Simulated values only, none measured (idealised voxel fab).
process module | voxel self aligned contacts
cross-section cut | 200 nm wide | cells 5 nm
A cross-section is a grid of square cells, given in bands from the top down. A band is one or more rows of cells.
Each band's line starts with the height of the band's top and of its bottom, in nm. Then come its materials from left to right, each with its width in nm. One material with "throughout" fills the band from edge to edge. "air" is empty space.
Height 0 is the level under which the wafer as received is all one material. The lowest band goes on downwards, as in "0 down".
A width such as "30 to 40" changes by the same amount from each row of cells to the next, from the band's top row to its bottom row.
"no change" after a step means that no cell of the cross-section changed.
closed voids: empty space of 8 cells or more with no open way to the top, each as width x height at its distance from the left edge, in nm
after a step's settings: what the simulator itself notes on the step
overlay nm, on a step with a mask: how far to the right of its planned place the mask lay; to the left if negative
plan
1 op RECEIVE | material Si
2 op CONFORMAL_DEP | material SiO2 | thk nm 5
3 op DIRECTIONAL_DEP | material polySi | thk nm 30
4 op DIRECTIONAL_DEP | material SiN | thk nm 20
5 op DIRECTIONAL_DEP | material aC | thk nm 15
6 op PATTERN | tone cover | mask id GATE | material resist | width nm 35 | pitch nm 60 | thk nm 35 | overlay nm 0
7 op DIRECTIONAL_ETCH | etch materials aC | depth nm 15
8 op STRIP | etch materials resist
9 op DIRECTIONAL_ETCH | etch materials SiN | depth nm 20
10 op DIRECTIONAL_ETCH | etch materials polySi | depth nm 30
11 op STRIP | etch materials aC
12 op CONFORMAL_DEP | material SiN | thk nm 5
13 op DIRECTIONAL_ETCH | etch materials SiN | depth nm 5
14 op FILL_DEP | material SiO2 | thk nm 15
15 op CMP | height nm 50
16 op MASKED_ETCH | tone open | mask id CONTACT | width nm 45 | pitch nm 60 | etch materials SiO2 | depth nm 60 | overlay nm 0
17 op CONFORMAL_DEP | material TiN | thk nm 5
18 op FILL_DEP | material Ru | thk nm 10
19 op CMP | height nm 60
20 op CONFORMAL_DEP | material SiCN | thk nm 5
varied across the wafers: height nm of step 15. The plan shows the first wafer's value. All wafers start alike
first wafer as received, after step 1
  0 down: Si throughout
  closed voids: none
first wafer at the end, after step 20
  65 to 60: SiCN throughout
  60 to 55: Ru throughout
  55 to 50: TiN 65 | Ru 5 | TiN 55 | Ru 5 | TiN 70
  50 to 35: SiO2 15 | SiN 45 | TiN 5 | Ru 5 | TiN 5 | SiN 45 | TiN 5 | Ru 5 | TiN 5 | SiN 45 | SiO2 20
  35 to 5: SiO2 15 | SiN 5 | polySi 35 | SiN 5 | TiN 5 | Ru 5 | TiN 5 | SiN 5 | polySi 35 | SiN 5 | TiN 5 | Ru 5 | TiN 5 | SiN 5 | polySi 35 | SiN 5 | SiO2 20
  5 to 0: SiO2 60 | TiN 15 | SiO2 45 | TiN 15 | SiO2 65
  0 down: Si throughout
  closed voids: none
last wafer at the end
  65 to 60: SiCN throughout
  60 to 55: SiO2 45 | TiN 20 | Ru 5 | TiN 20 | SiO2 15 | TiN 20 | Ru 5 | TiN 20 | SiO2 50
  55 to 35: SiO2 15 | SiN 45 | TiN 5 | Ru 5 | TiN 5 | SiN 45 | TiN 5 | Ru 5 | TiN 5 | SiN 45 | SiO2 20
  35 to 15: SiO2 15 | SiN 5 | polySi 35 | SiN 5 | TiN 5 | Ru 5 | TiN 5 | SiN 5 | polySi 35 | SiN 5 | TiN 5 | Ru 5 | TiN 5 | SiN 5 | polySi 35 | SiN 5 | SiO2 20
  15 to 10: SiO2 15 | SiN 5 | polySi 35 | SiN 5 | TiN 15 | SiN 5 | polySi 35 | SiN 5 | TiN 15 | SiN 5 | polySi 35 | SiN 5 | SiO2 20
  10 to 5: SiO2 15 | SiN 5 | polySi 35 | SiN 5 | SiO2 15 | SiN 5 | polySi 35 | SiN 5 | SiO2 15 | SiN 5 | polySi 35 | SiN 5 | SiO2 20
  5 to 0: SiO2 throughout
  0 down: Si throughout
  closed voids: none
each wafer at the end: cells of each material gained (+) or lost (-) since it was received, then its closed voids
height nm 50 | +60 Ru | +40 SiCN | +117 SiN | +97 SiO2 | +80 TiN | +126 polySi | closed voids: none
height nm 55 | +22 Ru | +40 SiCN | +144 SiN | +104 SiO2 | +84 TiN | +126 polySi | closed voids: none
height nm 60 | +22 Ru | +40 SiCN | +144 SiN | +126 SiO2 | +62 TiN | +126 polySi | closed voids: none
height nm 65 | +20 Ru | +40 SiCN | +144 SiN | +132 SiO2 | +58 TiN | +126 polySi | closed voids: none
height nm 70 | +18 Ru | +40 SiCN | +144 SiN | +138 SiO2 | +54 TiN | +126 polySi | closed voids: none
